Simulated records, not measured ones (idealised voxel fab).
process module | voxel transistor to metal
cross-section cut | 270 nm wide | cells 5 nm
A cross-section is a grid of square cells, given in bands from the top down. A band is one or more rows of cells.
Each band's line starts with the height of the band's top and of its bottom, in nm. Then come its materials from left to right, each with its width in nm. One material with "throughout" fills the band from edge to edge. "air" is empty space.
Height 0 is the level under which the wafer as received is all one material. The lowest band goes on downwards, as in "0 down".
A width such as "30 to 40" changes by the same amount from each row of cells to the next, from the band's top row to its bottom row.
"no change" after a step means that no cell of the cross-section changed.
closed voids: empty space of 8 cells or more with no open way to the top, each as width x height at its distance from the left edge, in nm
after a step's settings: what the simulator itself notes on the step
overlay nm, on a step with a mask: how far to the right of its planned place the mask lay; to the left if negative
plan
1 op RECEIVE | material Si
2 op OXIDIZE | depth nm 5
3 op CONFORMAL_DEP | material SiN | thk nm 15
4 op DIRECTIONAL_DEP | material aC | thk nm 10
5 op PATTERN | tone cover | mask id ACTIVE | material resist | width nm 105 | pitch nm 135 | thk nm 30 | overlay nm 0
6 op DIRECTIONAL_ETCH | etch materials aC | depth nm 10
7 op STRIP | etch materials resist
8 op DIRECTIONAL_ETCH | etch materials SiN | depth nm 15
9 op DIRECTIONAL_ETCH | etch materials SiO2 | depth nm 5
10 op DIRECTIONAL_ETCH | etch materials Si | depth nm 35
11 op STRIP | etch materials aC
12 op OXIDIZE | depth nm 5
13 op FILL_DEP | material SiO2 | thk nm 15
14 op CMP | height nm 15
15 op SELECTIVE_ETCH | etch materials SiO2 | depth nm 15
16 op STRIP | etch materials SiN
17 op SELECTIVE_ETCH | etch materials SiO2 | depth nm 5
18 op OXIDIZE | depth nm 5
19 op DIRECTIONAL_DEP | material polySi | thk nm 25
20 op DIRECTIONAL_DEP | material SiCN | thk nm 10
21 op PATTERN | tone cover | mask id GATE | material resist | width nm 25 | pitch nm 135 | thk nm 15 | overlay nm 0
22 op DIRECTIONAL_ETCH | etch materials SiCN | depth nm 20
23 op DIRECTIONAL_ETCH | etch materials polySi | depth nm 35
24 op STRIP | etch materials resist
25 op CONFORMAL_DEP | material SiO2 | thk nm 5
26 op DIRECTIONAL_ETCH | etch materials SiO2 | depth nm 5
27 op CONFORMAL_DEP | material SiN | thk nm 5
28 op DIRECTIONAL_ETCH | etch materials SiN | depth nm 5
29 op DIRECTIONAL_ETCH | etch materials SiO2 | depth nm 5
30 op DIRECTIONAL_ETCH | etch materials Si | depth nm 10
31 op EPI | material pSi | thk nm 15
32 op FILL_DEP | material SiO2 | thk nm 5
33 op CMP | height nm 30
34 op DIRECTIONAL_DEP | material SiO2 | thk nm 10
35 op MASKED_ETCH | tone open | mask id CONTACT | width nm 15 | etch materials SiO2 | depth nm 45 | overlay nm 0
36 op CONFORMAL_DEP | material TiN | thk nm 5
37 op FILL_DEP | material W | thk nm 10
38 op CMP | height nm 40
39 op DIRECTIONAL_DEP | material TiN | thk nm 5
40 op DIRECTIONAL_DEP | material W | thk nm 25
41 op PATTERN | tone cover | mask id METAL_1 | material resist | width nm 15 | thk nm 20 | overlay nm 0
42 op DIRECTIONAL_ETCH | etch materials W | depth nm 25
43 op DIRECTIONAL_ETCH | etch materials TiN | depth nm 5
44 op STRIP | etch materials resist
45 op CONFORMAL_DEP | material SiCN | thk nm 5
46 op FILL_DEP | material SiO2 | thk nm 5
47 op CMP | height nm 70
48 op CONFORMAL_DEP | material SiCN | thk nm 5
as received, after step 1
  0 down: Si throughout
  closed voids: none
a wafer at the end: this start, this plan, one mistake
  75 to 70: SiCN throughout
  70 to 45: SiO2 15 | SiCN 5 | W 20 | SiCN 5 | SiO2 50 | SiCN 5 | W 20 | SiCN 5 | SiO2 25 | SiCN 5 | W 20 | SiCN 5 | SiO2 50 | SiCN 5 | W 20 | SiCN 5 | SiO2 10
  45 to 40: SiCN 20 | TiN 20 | SiCN 60 | TiN 20 | SiCN 35 | TiN 20 | SiCN 60 | TiN 20 | SiCN 15
  40 to 30: SiO2 20 | TiN 5 | W 5 | TiN 5 | SiO2 65 | TiN 5 | W 5 | TiN 5 | SiO2 40 | TiN 5 | W 5 | TiN 5 | SiO2 65 | TiN 5 | W 5 | TiN 5 | SiO2 20
  30 to 20: SiO2 20 | TiN 5 | W 5 | TiN 5 | SiO2 10 | SiN 5 | SiO2 5 | SiCN 25 | SiO2 5 | SiN 5 | SiO2 10 | TiN 5 | W 5 | TiN 5 | SiO2 40 | TiN 5 | W 5 | TiN 5 | SiO2 10 | SiN 5 | SiO2 5 | SiCN 25 | SiO2 5 | SiN 5 | SiO2 10 | TiN 5 | W 5 | TiN 5 | SiO2 20
  20 to 10: SiO2 20 | TiN 5 | W 5 | TiN 5 | SiO2 10 | SiN 5 | SiO2 5 | polySi 25 | SiO2 5 | SiN 5 | SiO2 10 | TiN 5 | W 5 | TiN 5 | SiO2 40 | TiN 5 | W 5 | TiN 5 | SiO2 10 | SiN 5 | SiO2 5 | polySi 25 | SiO2 5 | SiN 5 | SiO2 10 | TiN 5 | W 5 | TiN 5 | SiO2 20
  10 to 5: SiO2 20 | TiN 15 | SiO2 10 | SiN 5 | SiO2 5 | polySi 25 | SiO2 5 | SiN 5 | SiO2 10 | TiN 15 | SiO2 40 | TiN 15 | SiO2 10 | SiN 5 | SiO2 5 | polySi 25 | SiO2 5 | SiN 5 | SiO2 10 | TiN 15 | SiO2 20
  5 to -5: SiO2 20 | TiN 10 | pSi 15 | SiN 5 | SiO2 5 | polySi 25 | SiO2 5 | SiN 5 | pSi 15 | TiN 10 | SiO2 40 | TiN 10 | pSi 15 | SiN 5 | SiO2 5 | polySi 25 | SiO2 5 | SiN 5 | pSi 15 | TiN 10 | SiO2 20
  -5 to -10: SiO2 15 | pSi 30 | SiO2 45 | pSi 30 | SiO2 30 | pSi 30 | SiO2 45 | pSi 30 | SiO2 15
  -10 to -20: SiO2 20 | pSi 25 | Si 45 | pSi 25 | SiO2 40 | pSi 25 | Si 45 | pSi 25 | SiO2 20
  -20 to -45: SiO2 20 | Si 95 | SiO2 40 | Si 95 | SiO2 20
  -45 down: Si throughout
  closed voids: none
what went wrong: step 41 ran as: op PATTERN | tone cover | mask id METAL_1 | material resist | width nm 20 | thk nm 20 | overlay nm 0
